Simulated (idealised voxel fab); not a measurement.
Proc. module: voxel wiring stack
For reference, the cross-section in this document is cut, with width 280 nm and square cells of 5 nm.
Throughout this document, each cross-section is represented as a grid of square cells and is presented as a sequence of bands enumerated from the top downward, where a band comprises one or more rows of cells. Each band's line starts with the height of the band's top and of its bottom, in nm. Then come its materials from left to right, each with its width in nm. One material with "throughout" fills the band from edge to edge. "empty" is empty space. The reference from which all heights are counted is 0, the level beneath which the as-received wafer is entirely one material; the lowest band, having no lower bound, proceeds downward and is written after the example "from 0 down". Width "30 to 40": first value at the band's top row of cells, second value at its bottom row, equal change from row to row. Take "nothing changed" at face value: in the step it is given for, the cross-section changed in none of its cells. So "Completely enclosed voids" is basically the list of trapped voids: any empty space of 8 cells or more that can't reach the top through an opening. They're written width x height at distance, the distance being from the left edge, and it's all nm. The remark found on a step's line after its settings is issued by the simulator itself and pertains to that step. On any step carrying a mask, the "overlay nm" setting, if present on the step's line, tells how far right of its planned place the mask lay; negative values point to the left. Read the rest as pairs. Take the cross-section before one process step, then the cross-section after it, which shows only down to the lowest band that changed. Under the pair, find the step between them and its settings. Bear in mind that pairs may come from different runs of this module on the same starting wafer: link a pair to the pair above it only where its entry headed "Status quo ante" says to.

## Status quo ante
    from 130 to 120 = aC 90, empty 20, aC 20, empty 20, aC 20, empty 20, aC 90
    from 120 to 110 = lowk 90, empty 20, lowk 20, empty 20, lowk 20, empty 20, lowk 90
    from 110 to 100 = lowk 90, aC 20, lowk 20, aC 20, lowk 20, aC 20, lowk 90
    from 100 to 85 = lowk throughout
    from 85 to 80 = SiCN throughout
    from 80 to 60 = lowk 90, TiN 5, Cu 10, TiN 5, lowk 20, TiN 5, Cu 10, TiN 5, lowk 20, TiN 5, Cu 10, TiN 5, lowk 90
    from 60 to 55 = SiN 90, TiN 20, SiN 20, TiN 20, SiN 20, TiN 20, SiN 90
    from 55 to 50 = SiCN 90, TiN 15, SiCN 65, TiN 15, SiCN 95
    from 50 to 35 = SiO2 throughout
    from 35 to 15 = SiO2 90, TiN 5, Ru 10, TiN 5, SiO2 20, TiN 5, Ru 10, TiN 5, SiO2 20, TiN 5, Ru 10, TiN 5, SiO2 90
    from 15 to 10 = SiN 90, TiN 20, SiN 20, TiN 20, SiN 20, TiN 20, SiN 90
    from 10 to 0 = SiO2 throughout
    from 0 down = Si throughout
    Completely enclosed voids: none

## Sectional Result
    from 155 to 130 = resist 90, empty 15, resist 65, empty 15, resist 95
    from 130 to 120 = aC 90, empty 15, resist 5, aC 20, resist 20, aC 20, empty 15, resist 5, aC 90
    from 120 to 110 = lowk 90, empty 15, resist 5, lowk 20, resist 20, lowk 20, empty 15, resist 5, lowk 90
    Rest of section, below 110: as before.
    Completely enclosed voids: none
Applied between the two views above: PATTERN: tone open, mask id METAL_3_HOLES, material resist, width nm 15, pitch nm 80, thk nm 25, overlay nm 0

Status quo ante: For the state before this step, see the after cross-section of the pair located directly above.

## Sectional Result
    from 145 to 130 = resist 90, empty 15, resist 65, empty 15, resist 95
    from 130 to 120 = aC 90, empty 15, resist 5, aC 20, resist 20, aC 20, empty 15, resist 5, aC 90
    from 120 to 110 = lowk 90, empty 15, resist 5, lowk 20, resist 20, lowk 20, empty 15, resist 5, lowk 90
    from 110 to 100 = lowk 90, empty 15, aC 5, lowk 20, aC 20, lowk 20, empty 15, aC 5, lowk 90
    Rest of section, below 100: as before.
    Completely enclosed voids: none
Applied between the two views above: DIRECTIONAL_ETCH: etch materials aC, depth nm 10

Status quo ante: For the state before this step, see the after cross-section of the pair located directly above.

## Sectional Result
    from 130 to 120 = aC 90, empty 20, aC 20, empty 20, aC 20, empty 20, aC 90
    from 120 to 110 = lowk 90, empty 20, lowk 20, empty 20, lowk 20, empty 20, lowk 90
    Rest of section, below 110: as before.
    Completely enclosed voids: none
Applied between the two views above: STRIP: etch materials resist

Status quo ante: For the state before this step, see the after cross-section of the pair located directly above.

## Sectional Result
    from 130 to 120 = aC 90, empty 20, aC 20, empty 20, aC 20, empty 20, aC 90
    from 120 to 110 = lowk 90, empty 20, lowk 20, empty 20, lowk 20, empty 20, lowk 90
    from 110 to 100 = lowk 90, empty 15, aC 5, lowk 20, aC 20, lowk 20, empty 15, aC 5, lowk 90
    from 100 to 85 = lowk 90, empty 15, lowk 65, empty 15, lowk 95
    Rest of section, below 85: as before.
    Completely enclosed voids: none
Applied between the two views above: DIRECTIONAL_ETCH: etch materials lowk, depth nm 15

Status quo ante: For the state before this step, see the after cross-section of the pair located directly above.

## Sectional Result
    from 130 to 120 = aC 90, empty 20, aC 20, empty 20, aC 20, empty 20, aC 90
    from 120 to 110 = lowk 90, empty 20, lowk 20, empty 20, lowk 20, empty 20, lowk 90
    from 110 to 100 = lowk 90, empty 15, aC 5, lowk 20, aC 20, lowk 20, empty 15, aC 5, lowk 90
    from 100 to 85 = lowk 90, empty 15, lowk 65, empty 15, lowk 95
    from 85 to 80 = SiCN 90, empty 15, SiCN 65, empty 15, SiCN 95
    Rest of section, below 80: as before.
    Completely enclosed voids: none
Applied between the two views above: DIRECTIONAL_ETCH: etch materials SiCN, depth nm 5

Status quo ante: For the state before this step, see the after cross-section of the pair located directly above.

## Sectional Result
    from 120 to 100 = lowk 90, empty 20, lowk 20, empty 20, lowk 20, empty 20, lowk 90
    Rest of section, below 100: as before.
    Completely enclosed voids: none
Applied between the two views above: STRIP: etch materials aC

Status quo ante: For the state before this step, see the after cross-section of the pair located directly above.

## Sectional Result
    from 125 to 120 = TiN 95, empty 10, TiN 30, empty 10, TiN 30, empty 10, TiN 95
    from 120 to 105 = lowk 90, TiN 5, empty 10, TiN 5, lowk 20, TiN 5, empty 10, TiN 5, lowk 20, TiN 5, empty 10, TiN 5, lowk 90
    from 105 to 100 = lowk 90, TiN 5, empty 5, TiN 10, lowk 20, TiN 20, lowk 20, TiN 5, empty 5, TiN 10, lowk 90
    from 100 to 85 = lowk 90, TiN 5, empty 5, TiN 5, lowk 65, TiN 5, empty 5, TiN 5, lowk 95
    from 85 to 80 = SiCN 90, TiN 15, SiCN 65, TiN 15, SiCN 95
    Rest of section, below 80: as before.
    Completely enclosed voids: none
Applied between the two views above: CONFORMAL_DEP: material TiN, thk nm 5

Status quo ante: For the state before this step, see the after cross-section of the pair located directly above.

## Sectional Result
    from 135 to 125 = Cu throughout
    from 125 to 120 = TiN 95, Cu 10, TiN 30, Cu 10, TiN 30, Cu 10, TiN 95
    from 120 to 105 = lowk 90, TiN 5, Cu 10, TiN 5, lowk 20, TiN 5, Cu 10, TiN 5, lowk 20, TiN 5, Cu 10, TiN 5, lowk 90
    from 105 to 100 = lowk 90, TiN 5, Cu 5, TiN 10, lowk 20, TiN 20, lowk 20, TiN 5, Cu 5, TiN 10, lowk 90
    from 100 to 85 = lowk 90, TiN 5, Cu 5, TiN 5, lowk 65, TiN 5, Cu 5, TiN 5, lowk 95
    Rest of section, below 85: as before.
    Completely enclosed voids: none
Applied between the two views above: FILL_DEP: material Cu, thk nm 10

Status quo ante: For the state before this step, see the after cross-section of the pair located directly above.

## Sectional Result
    from 120 to 105 = lowk 90, TiN 5, Cu 10, TiN 5, lowk 20, TiN 5, Cu 10, TiN 5, lowk 20, TiN 5, Cu 10, TiN 5, lowk 90
    Rest of section, below 105: as before.
    Completely enclosed voids: none
Applied between the two views above: CMP: height nm 120

Status quo ante: For the state before this step, see the after cross-section of the pair located directly above.

## Sectional Result
    from 125 to 120 = SiN throughout
    Rest of section, below 120: as before.
    Completely enclosed voids: none
Applied between the two views above: CONFORMAL_DEP: material SiN, thk nm 5

## Status quo ante
    from 65 to 60 = W throughout
    from 60 to 55 = TiN 95, W 5, TiN 75, W 5, TiN 100
    from 55 to 40 = SiO2 90, TiN 5, W 5, TiN 5, SiO2 65, TiN 5, W 5, TiN 5, SiO2 95
    from 40 to 35 = SiCN 90, TiN 15, SiCN 65, TiN 15, SiCN 95
    from 35 to 15 = SiO2 90, TiN 5, Ru 10, TiN 5, SiO2 20, TiN 5, Ru 10, TiN 5, SiO2 20, TiN 5, Ru 10, TiN 5, SiO2 90
    from 15 to 10 = SiN 90, TiN 20, SiN 20, TiN 20, SiN 20, TiN 20, SiN 90
    from 10 to 0 = SiO2 throughout
    from 0 down = Si throughout
    Completely enclosed voids: none

## Sectional Result
    from 45 to 40 = SiO2 90, TiN 5, W 5, TiN 5, SiO2 65, TiN 5, W 5, TiN 5, SiO2 95
    Rest of section, below 40: as before.
    Completely enclosed voids: none
Applied between the two views above: CMP: height nm 45

Status quo ante: For the state before this step, see the after cross-section of the pair located directly above.

## Sectional Result
    from 50 to 45 = SiN throughout
    Rest of section, below 45: as before.
    Completely enclosed voids: none
Applied between the two views above: CONFORMAL_DEP: material SiN, thk nm 5

Status quo ante: For the state before this step, see the after cross-section of the pair located directly above.

## Sectional Result
    from 70 to 50 = lowk throughout
    Rest of section, below 50: as before.
    Completely enclosed voids: none
Applied between the two views above: DIRECTIONAL_DEP: material lowk, thk nm 20

Status quo ante: For the state before this step, see the after cross-section of the pair located directly above.

## Sectional Result
    from 70 to 50 = lowk 90, empty 20, lowk 20, empty 20, lowk 20, empty 20, lowk 90
    Rest of section, below 50: as before.
    Completely enclosed voids: none
Applied between the two views above: MASKED_ETCH: tone open, mask id METAL_2, width nm 20, pitch nm 40, etch materials lowk, depth nm 20, overlay nm 0

Status quo ante: For the state before this step, see the after cross-section of the pair located directly above.

## Sectional Result
    from 70 to 50 = lowk 90, empty 20, lowk 20, empty 20, lowk 20, empty 20, lowk 90
    from 50 to 45 = SiN 90, empty 20, SiN 20, empty 20, SiN 20, empty 20, SiN 90
    Rest of section, below 45: as before.
    Completely enclosed voids: none
Applied between the two views above: MASKED_ETCH: tone open, mask id METAL_2, width nm 20, pitch nm 40, etch materials SiN, depth nm 5, overlay nm 0

Status quo ante: For the state before this step, see the after cross-section of the pair located directly above.

## Sectional Result
    from 75 to 70 = TiN 95, empty 10, TiN 30, empty 10, TiN 30, empty 10, TiN 95
    from 70 to 50 = lowk 90, TiN 5, empty 10, TiN 5, lowk 20, TiN 5, empty 10, TiN 5, lowk 20, TiN 5, empty 10, TiN 5, lowk 90
    from 50 to 45 = SiN 90, TiN 20, SiN 20, TiN 20, SiN 20, TiN 20, SiN 90
    Rest of section, below 45: as before.
    Completely enclosed voids: none
Applied between the two views above: CONFORMAL_DEP: material TiN, thk nm 5

Status quo ante: For the state before this step, see the after cross-section of the pair located directly above.

## Sectional Result
    from 80 to 75 = Cu throughout
    from 75 to 70 = TiN 95, Cu 10, TiN 30, Cu 10, TiN 30, Cu 10, TiN 95
    from 70 to 50 = lowk 90, TiN 5, Cu 10, TiN 5, lowk 20, TiN 5, Cu 10, TiN 5, lowk 20, TiN 5, Cu 10, TiN 5, lowk 90
    Rest of section, below 50: as before.
    Completely enclosed voids: none
Applied between the two views above: FILL_DEP: material Cu, thk nm 5

Status quo ante: For the state before this step, see the after cross-section of the pair located directly above.

## Sectional Result
    from 85 to 80 = SiCN throughout
    Rest of section, below 80: as before.
    Completely enclosed voids: none
Applied between the two views above: CONFORMAL_DEP: material SiCN, thk nm 5

Status quo ante: For the state before this step, see the after cross-section of the pair located directly above.

## Sectional Result
    from 120 to 85 = lowk throughout
    Rest of section, below 85: as before.
    Completely enclosed voids: none
Applied between the two views above: DIRECTIONAL_DEP: material lowk, thk nm 35

Status quo ante: For the state before this step, see the after cross-section of the pair located directly above.

## Sectional Result
    from 120 to 100 = lowk 90, empty 20, lowk 20, empty 20, lowk 20, empty 20, lowk 90
    Rest of section, below 100: as before.
    Completely enclosed voids: none
Applied between the two views above: MASKED_ETCH: tone open, mask id METAL_3, width nm 20, pitch nm 40, etch materials lowk, depth nm 20, overlay nm 0

Status quo ante: For the state before this step, see the after cross-section of the pair located directly above.

## Sectional Result
    from 130 to 120 = aC 90, empty 20, aC 20, empty 20, aC 20, empty 20, aC 90
    from 120 to 110 = lowk 90, empty 20, lowk 20, empty 20, lowk 20, empty 20, lowk 90
    from 110 to 100 = lowk 90, aC 20, lowk 20, aC 20, lowk 20, aC 20, lowk 90
    Rest of section, below 100: as before.
    Completely enclosed voids: none
Applied between the two views above: DIRECTIONAL_DEP: material aC, thk nm 10

Status quo ante: For the state before this step, see the after cross-section of the pair located directly above.

## Sectional Result
    from 155 to 130 = resist 90, empty 15, resist 65, empty 15, resist 95
    from 130 to 120 = aC 90, empty 15, resist 5, aC 20, resist 20, aC 20, empty 15, resist 5, aC 90
    from 120 to 110 = lowk 90, empty 15, resist 5, lowk 20, resist 20, lowk 20, empty 15, resist 5, lowk 90
    Rest of section, below 110: as before.
    Completely enclosed voids: none
Applied between the two views above: PATTERN: tone open, mask id METAL_3_HOLES, material resist, width nm 15, pitch nm 80, thk nm 25, overlay nm 0

Status quo ante: For the state before this step, see the after cross-section of the pair located directly above.

## Sectional Result
    from 145 to 130 = resist 90, empty 15, resist 65, empty 15, resist 95
    from 130 to 120 = aC 90, empty 15, resist 5, aC 20, resist 20, aC 20, empty 15, resist 5, aC 90
    from 120 to 110 = lowk 90, empty 15, resist 5, lowk 20, resist 20, lowk 20, empty 15, resist 5, lowk 90
    from 110 to 100 = lowk 90, empty 15, aC 5, lowk 20, aC 20, lowk 20, empty 15, aC 5, lowk 90
    Rest of section, below 100: as before.
    Completely enclosed voids: none
Applied between the two views above: DIRECTIONAL_ETCH: etch materials aC, depth nm 10

Status quo ante: For the state before this step, see the after cross-section of the pair located directly above.

## Sectional Result
    from 130 to 120 = aC 90, empty 20, aC 20, empty 20, aC 20, empty 20, aC 90
    from 120 to 110 = lowk 90, empty 20, lowk 20, empty 20, lowk 20, empty 20, lowk 90
    Rest of section, below 110: as before.
    Completely enclosed voids: none
Applied between the two views above: STRIP: etch materials resist

Status quo ante: For the state before this step, see the after cross-section of the pair located directly above.

## Sectional Result
    from 130 to 120 = aC 90, empty 20, aC 20, empty 20, aC 20, empty 20, aC 90
    from 120 to 110 = lowk 90, empty 20, lowk 20, empty 20, lowk 20, empty 20, lowk 90
    from 110 to 100 = lowk 90, empty 15, aC 5, lowk 20, aC 20, lowk 20, empty 15, aC 5, lowk 90
    from 100 to 85 = lowk 90, empty 15, lowk 65, empty 15, lowk 95
    Rest of section, below 85: as before.
    Completely enclosed voids: none
Applied between the two views above: DIRECTIONAL_ETCH: etch materials lowk, depth nm 15

Status quo ante: For the state before this step, see the after cross-section of the pair located directly above.

## Sectional Result
    from 130 to 120 = aC 90, empty 20, aC 20, empty 20, aC 20, empty 20, aC 90
    from 120 to 110 = lowk 90, empty 20, lowk 20, empty 20, lowk 20, empty 20, lowk 90
    from 110 to 100 = lowk 90, empty 15, aC 5, lowk 20, aC 20, lowk 20, empty 15, aC 5, lowk 90
    from 100 to 85 = lowk 90, empty 15, lowk 65, empty 15, lowk 95
    from 85 to 80 = SiCN 90, empty 15, SiCN 65, empty 15, SiCN 95
    Rest of section, below 80: as before.
    Completely enclosed voids: none
Applied between the two views above: DIRECTIONAL_ETCH: etch materials SiCN, depth nm 5

Status quo ante: For the state before this step, see the after cross-section of the pair located directly above.

## Sectional Result
    from 120 to 100 = lowk 90, empty 20, lowk 20, empty 20, lowk 20, empty 20, lowk 90
    Rest of section, below 100: as before.
    Completely enclosed voids: none
Applied between the two views above: STRIP: etch materials aC

Status quo ante: For the state before this step, see the after cross-section of the pair located directly above.

## Sectional Result
    from 125 to 120 = TiN 95, empty 10, TiN 30, empty 10, TiN 30, empty 10, TiN 95
    from 120 to 105 = lowk 90, TiN 5, empty 10, TiN 5, lowk 20, TiN 5, empty 10, TiN 5, lowk 20, TiN 5, empty 10, TiN 5, lowk 90
    from 105 to 100 = lowk 90, TiN 5, empty 5, TiN 10, lowk 20, TiN 20, lowk 20, TiN 5, empty 5, TiN 10, lowk 90
    from 100 to 85 = lowk 90, TiN 5, empty 5, TiN 5, lowk 65, TiN 5, empty 5, TiN 5, lowk 95
    from 85 to 80 = SiCN 90, TiN 15, SiCN 65, TiN 15, SiCN 95
    Rest of section, below 80: as before.
    Completely enclosed voids: none
Applied between the two views above: CONFORMAL_DEP: material TiN, thk nm 5

Status quo ante: For the state before this step, see the after cross-section of the pair located directly above.

## Sectional Result
    from 135 to 125 = Cu throughout
    from 125 to 120 = TiN 95, Cu 10, TiN 30, Cu 10, TiN 30, Cu 10, TiN 95
    from 120 to 105 = lowk 90, TiN 5, Cu 10, TiN 5, lowk 20, TiN 5, Cu 10, TiN 5, lowk 20, TiN 5, Cu 10, TiN 5, lowk 90
    from 105 to 100 = lowk 90, TiN 5, Cu 5, TiN 10, lowk 20, TiN 20, lowk 20, TiN 5, Cu 5, TiN 10, lowk 90
    from 100 to 85 = lowk 90, TiN 5, Cu 5, TiN 5, lowk 65, TiN 5, Cu 5, TiN 5, lowk 95
    Rest of section, below 85: as before.
    Completely enclosed voids: none
Applied between the two views above: FILL_DEP: material Cu, thk nm 10

Status quo ante: For the state before this step, see the after cross-section of the pair located directly above.

## Sectional Result
    from 120 to 105 = lowk 90, TiN 5, Cu 10, TiN 5, lowk 20, TiN 5, Cu 10, TiN 5, lowk 20, TiN 5, Cu 10, TiN 5, lowk 90
    Rest of section, below 105: as before.
    Completely enclosed voids: none
Applied between the two views above: CMP: height nm 120

Status quo ante: For the state before this step, see the after cross-section of the pair located directly above.

## Sectional Result
    from 125 to 120 = SiN throughout
    Rest of section, below 120: as before.
    Completely enclosed voids: none
Applied between the two views above: CONFORMAL_DEP: material SiN, thk nm 5

## Status quo ante
    from 55 to 40 = SiO2 throughout
    from 40 to 35 = SiCN throughout
    from 35 to 15 = SiO2 90, TiN 5, Ru 10, TiN 5, SiO2 20, TiN 5, Ru 10, TiN 5, SiO2 20, TiN 5, Ru 10, TiN 5, SiO2 90
    from 15 to 10 = SiN 90, TiN 20, SiN 20, TiN 20, SiN 20, TiN 20, SiN 90
    from 10 to 0 = SiO2 throughout
    from 0 down = Si throughout
    Completely enclosed voids: none

## Sectional Result
    from 55 to 40 = SiO2 90, empty 20, SiO2 60, empty 20, SiO2 90
    Rest of section, below 40: as before.
    Completely enclosed voids: none
Applied between the two views above: MASKED_ETCH: tone open, mask id PLUG_1, width nm 20, pitch nm 80, etch materials SiO2, depth nm 15, overlay nm 0

Status quo ante: For the state before this step, see the after cross-section of the pair located directly above.

## Sectional Result
    from 55 to 40 = SiO2 90, empty 20, SiO2 60, empty 20, SiO2 90
    from 40 to 35 = SiCN 90, empty 15, SiCN 65, empty 15, SiCN 95
    Rest of section, below 35: as before.
    Completely enclosed voids: none
Applied between the two views above: MASKED_ETCH: tone open, mask id PLUG_1, width nm 15, pitch nm 80, etch materials SiCN, depth nm 5, overlay nm 0

Status quo ante: For the state before this step, see the after cross-section of the pair located directly above.

## Sectional Result
    from 60 to 55 = TiN 95, empty 10, TiN 70, empty 10, TiN 95
    from 55 to 45 = SiO2 90, TiN 5, empty 10, TiN 5, SiO2 60, TiN 5, empty 10, TiN 5, SiO2 90
    from 45 to 40 = SiO2 90, TiN 5, empty 5, TiN 10, SiO2 60, TiN 5, empty 5, TiN 10, SiO2 90
    from 40 to 35 = SiCN 90, TiN 15, SiCN 65, TiN 15, SiCN 95
    Rest of section, below 35: as before.
    Completely enclosed voids: none
Applied between the two views above: CONFORMAL_DEP: material TiN, thk nm 5

Status quo ante: For the state before this step, see the after cross-section of the pair located directly above.

## Sectional Result
    from 65 to 60 = W throughout
    from 60 to 55 = TiN 95, W 10, TiN 70, W 10, TiN 95
    from 55 to 45 = SiO2 90, TiN 5, W 10, TiN 5, SiO2 60, TiN 5, W 10, TiN 5, SiO2 90
    from 45 to 40 = SiO2 90, TiN 5, W 5, TiN 10, SiO2 60, TiN 5, W 5, TiN 10, SiO2 90
    Rest of section, below 40: as before.
    Completely enclosed voids: none
Applied between the two views above: FILL_DEP: material W, thk nm 5

Status quo ante: For the state before this step, see the after cross-section of the pair located directly above.

## Sectional Result
    from 55 to 45 = SiO2 90, TiN 5, W 10, TiN 5, SiO2 60, TiN 5, W 10, TiN 5, SiO2 90
    Rest of section, below 45: as before.
    Completely enclosed voids: none
Applied between the two views above: CMP: height nm 55

Status quo ante: For the state before this step, see the after cross-section of the pair located directly above.

## Sectional Result
    from 60 to 55 = SiN throughout
    Rest of section, below 55: as before.
    Completely enclosed voids: none
Applied between the two views above: CONFORMAL_DEP: material SiN, thk nm 5

Status quo ante: For the state before this step, see the after cross-section of the pair located directly above.

## Sectional Result
    from 80 to 60 = lowk throughout
    Rest of section, below 60: as before.
    Completely enclosed voids: none
Applied between the two views above: DIRECTIONAL_DEP: material lowk, thk nm 20

Status quo ante: For the state before this step, see the after cross-section of the pair located directly above.

## Sectional Result
    from 80 to 60 = lowk 90, empty 20, lowk 20, empty 20, lowk 20, empty 20, lowk 90
    Rest of section, below 60: as before.
    Completely enclosed voids: none
Applied between the two views above: MASKED_ETCH: tone open, mask id METAL_2, width nm 20, pitch nm 40, etch materials lowk, depth nm 20, overlay nm 0

Status quo ante: For the state before this step, see the after cross-section of the pair located directly above.

## Sectional Result
    from 80 to 60 = lowk 90, empty 20, lowk 20, empty 20, lowk 20, empty 20, lowk 90
    from 60 to 55 = SiN 90, empty 20, SiN 20, empty 20, SiN 20, empty 20, SiN 90
    Rest of section, below 55: as before.
    Completely enclosed voids: none
Applied between the two views above: MASKED_ETCH: tone open, mask id METAL_2, width nm 20, pitch nm 40, etch materials SiN, depth nm 5, overlay nm 0

Status quo ante: For the state before this step, see the after cross-section of the pair located directly above.

## Sectional Result
    from 85 to 80 = TiN 95, empty 10, TiN 30, empty 10, TiN 30, empty 10, TiN 95
    from 80 to 60 = lowk 90, TiN 5, empty 10, TiN 5, lowk 20, TiN 5, empty 10, TiN 5, lowk 20, TiN 5, empty 10, TiN 5, lowk 90
    from 60 to 55 = SiN 90, TiN 20, SiN 20, TiN 20, SiN 20, TiN 20, SiN 90
    Rest of section, below 55: as before.
    Completely enclosed voids: none
Applied between the two views above: CONFORMAL_DEP: material TiN, thk nm 5

Status quo ante: For the state before this step, see the after cross-section of the pair located directly above.

## Sectional Result
    from 90 to 85 = Cu throughout
    from 85 to 80 = TiN 95, Cu 10, TiN 30, Cu 10, TiN 30, Cu 10, TiN 95
    from 80 to 60 = lowk 90, TiN 5, Cu 10, TiN 5, lowk 20, TiN 5, Cu 10, TiN 5, lowk 20, TiN 5, Cu 10, TiN 5, lowk 90
    Rest of section, below 60: as before.
    Completely enclosed voids: none
Applied between the two views above: FILL_DEP: material Cu, thk nm 5

Status quo ante: For the state before this step, see the after cross-section of the pair located directly above.

## Sectional Result
    from 80 to 60 = lowk 90, TiN 5, Cu 10, TiN 5, lowk 20, TiN 5, Cu 10, TiN 5, lowk 20, TiN 5, Cu 10, TiN 5, lowk 90
    Rest of section, below 60: as before.
    Completely enclosed voids: none
Applied between the two views above: CMP: height nm 80

Status quo ante: For the state before this step, see the after cross-section of the pair located directly above.

## Sectional Result
    from 85 to 80 = SiCN throughout
    Rest of section, below 80: as before.
    Completely enclosed voids: none
Applied between the two views above: CONFORMAL_DEP: material SiCN, thk nm 5

Status quo ante: For the state before this step, see the after cross-section of the pair located directly above.

## Sectional Result
    from 120 to 85 = lowk throughout
    Rest of section, below 85: as before.
    Completely enclosed voids: none
Applied between the two views above: DIRECTIONAL_DEP: material lowk, thk nm 35

Status quo ante: For the state before this step, see the after cross-section of the pair located directly above.

## Sectional Result
    from 120 to 100 = lowk 90, empty 20, lowk 20, empty 20, lowk 20, empty 20, lowk 90
    Rest of section, below 100: as before.
    Completely enclosed voids: none
Applied between the two views above: MASKED_ETCH: tone open, mask id METAL_3, width nm 20, pitch nm 40, etch materials lowk, depth nm 20, overlay nm 0

Status quo ante: For the state before this step, see the after cross-section of the pair located directly above.

## Sectional Result
    from 130 to 120 = aC 90, empty 20, aC 20, empty 20, aC 20, empty 20, aC 90
    from 120 to 110 = lowk 90, empty 20, lowk 20, empty 20, lowk 20, empty 20, lowk 90
    from 110 to 100 = lowk 90, aC 20, lowk 20, aC 20, lowk 20, aC 20, lowk 90
    Rest of section, below 100: as before.
    Completely enclosed voids: none
Applied between the two views above: DIRECTIONAL_DEP: material aC, thk nm 10

Status quo ante: For the state before this step, see the after cross-section of the pair located directly above.

## Sectional Result
    from 155 to 130 = resist 90, empty 15, resist 65, empty 15, resist 95
    from 130 to 120 = aC 90, empty 15, resist 5, aC 20, resist 20, aC 20, empty 15, resist 5, aC 90
    from 120 to 110 = lowk 90, empty 15, resist 5, lowk 20, resist 20, lowk 20, empty 15, resist 5, lowk 90
    Rest of section, below 110: as before.
    Completely enclosed voids: none
Applied between the two views above: PATTERN: tone open, mask id METAL_3_HOLES, material resist, width nm 15, pitch nm 80, thk nm 25, overlay nm 0

Status quo ante: For the state before this step, see the after cross-section of the pair located directly above.

## Sectional Result
    from 145 to 130 = resist 90, empty 15, resist 65, empty 15, resist 95
    from 130 to 120 = aC 90, empty 15, resist 5, aC 20, resist 20, aC 20, empty 15, resist 5, aC 90
    from 120 to 110 = lowk 90, empty 15, resist 5, lowk 20, resist 20, lowk 20, empty 15, resist 5, lowk 90
    from 110 to 100 = lowk 90, empty 15, aC 5, lowk 20, aC 20, lowk 20, empty 15, aC 5, lowk 90
    Rest of section, below 100: as before.
    Completely enclosed voids: none
Applied between the two views above: DIRECTIONAL_ETCH: etch materials aC, depth nm 10

Status quo ante: For the state before this step, see the after cross-section of the pair located directly above.

## Sectional Result
    from 130 to 120 = aC 90, empty 20, aC 20, empty 20, aC 20, empty 20, aC 90
    from 120 to 110 = lowk 90, empty 20, lowk 20, empty 20, lowk 20, empty 20, lowk 90
    Rest of section, below 110: as before.
    Completely enclosed voids: none
Applied between the two views above: STRIP: etch materials resist

Status quo ante: For the state before this step, see the after cross-section of the pair located directly above.

## Sectional Result
    from 130 to 120 = aC 90, empty 20, aC 20, empty 20, aC 20, empty 20, aC 90
    from 120 to 110 = lowk 90, empty 20, lowk 20, empty 20, lowk 20, empty 20, lowk 90
    from 110 to 100 = lowk 90, empty 15, aC 5, lowk 20, aC 20, lowk 20, empty 15, aC 5, lowk 90
    from 100 to 85 = lowk 90, empty 15, lowk 65, empty 15, lowk 95
    Rest of section, below 85: as before.
    Completely enclosed voids: none
Applied between the two views above: DIRECTIONAL_ETCH: etch materials lowk, depth nm 15

Status quo ante: For the state before this step, see the after cross-section of the pair located directly above.

## Sectional Result
    from 130 to 120 = aC 90, empty 20, aC 20, empty 20, aC 20, empty 20, aC 90
    from 120 to 110 = lowk 90, empty 20, lowk 20, empty 20, lowk 20, empty 20, lowk 90
    from 110 to 100 = lowk 90, empty 15, aC 5, lowk 20, aC 20, lowk 20, empty 15, aC 5, lowk 90
    from 100 to 85 = lowk 90, empty 15, lowk 65, empty 15, lowk 95
    from 85 to 80 = SiCN 90, empty 15, SiCN 65, empty 15, SiCN 95
    Rest of section, below 80: as before.
    Completely enclosed voids: none
Applied between the two views above: DIRECTIONAL_ETCH: etch materials SiCN, depth nm 5

Status quo ante: For the state before this step, see the after cross-section of the pair located directly above.

## Sectional Result
    from 120 to 100 = lowk 90, empty 20, lowk 20, empty 20, lowk 20, empty 20, lowk 90
    Rest of section, below 100: as before.
    Completely enclosed voids: none
Applied between the two views above: STRIP: etch materials aC

Status quo ante: For the state before this step, see the after cross-section of the pair located directly above.

## Sectional Result
    from 125 to 120 = TiN 95, empty 10, TiN 30, empty 10, TiN 30, empty 10, TiN 95
    from 120 to 105 = lowk 90, TiN 5, empty 10, TiN 5, lowk 20, TiN 5, empty 10, TiN 5, lowk 20, TiN 5, empty 10, TiN 5, lowk 90
    from 105 to 100 = lowk 90, TiN 5, empty 5, TiN 10, lowk 20, TiN 20, lowk 20, TiN 5, empty 5, TiN 10, lowk 90
    from 100 to 85 = lowk 90, TiN 5, empty 5, TiN 5, lowk 65, TiN 5, empty 5, TiN 5, lowk 95
    from 85 to 80 = SiCN 90, TiN 15, SiCN 65, TiN 15, SiCN 95
    Rest of section, below 80: as before.
    Completely enclosed voids: none
Applied between the two views above: CONFORMAL_DEP: material TiN, thk nm 5

Status quo ante: For the state before this step, see the after cross-section of the pair located directly above.

## Sectional Result
    from 135 to 125 = Cu throughout
    from 125 to 120 = TiN 95, Cu 10, TiN 30, Cu 10, TiN 30, Cu 10, TiN 95
    from 120 to 105 = lowk 90, TiN 5, Cu 10, TiN 5, lowk 20, TiN 5, Cu 10, TiN 5, lowk 20, TiN 5, Cu 10, TiN 5, lowk 90
    from 105 to 100 = lowk 90, TiN 5, Cu 5, TiN 10, lowk 20, TiN 20, lowk 20, TiN 5, Cu 5, TiN 10, lowk 90
    from 100 to 85 = lowk 90, TiN 5, Cu 5, TiN 5, lowk 65, TiN 5, Cu 5, TiN 5, lowk 95
    Rest of section, below 85: as before.
    Completely enclosed voids: none
Applied between the two views above: FILL_DEP: material Cu, thk nm 10

Status quo ante: For the state before this step, see the after cross-section of the pair located directly above.

## Sectional Result
    from 120 to 105 = lowk 90, TiN 5, Cu 10, TiN 5, lowk 20, TiN 5, Cu 10, TiN 5, lowk 20, TiN 5, Cu 10, TiN 5, lowk 90
    Rest of section, below 105: as before.
    Completely enclosed voids: none
Applied between the two views above: CMP: height nm 120

Status quo ante: For the state before this step, see the after cross-section of the pair located directly above.

## Sectional Result
    from 125 to 120 = SiN throughout
    Rest of section, below 120: as before.
    Completely enclosed voids: none
Applied between the two views above: CONFORMAL_DEP: material SiN, thk nm 5
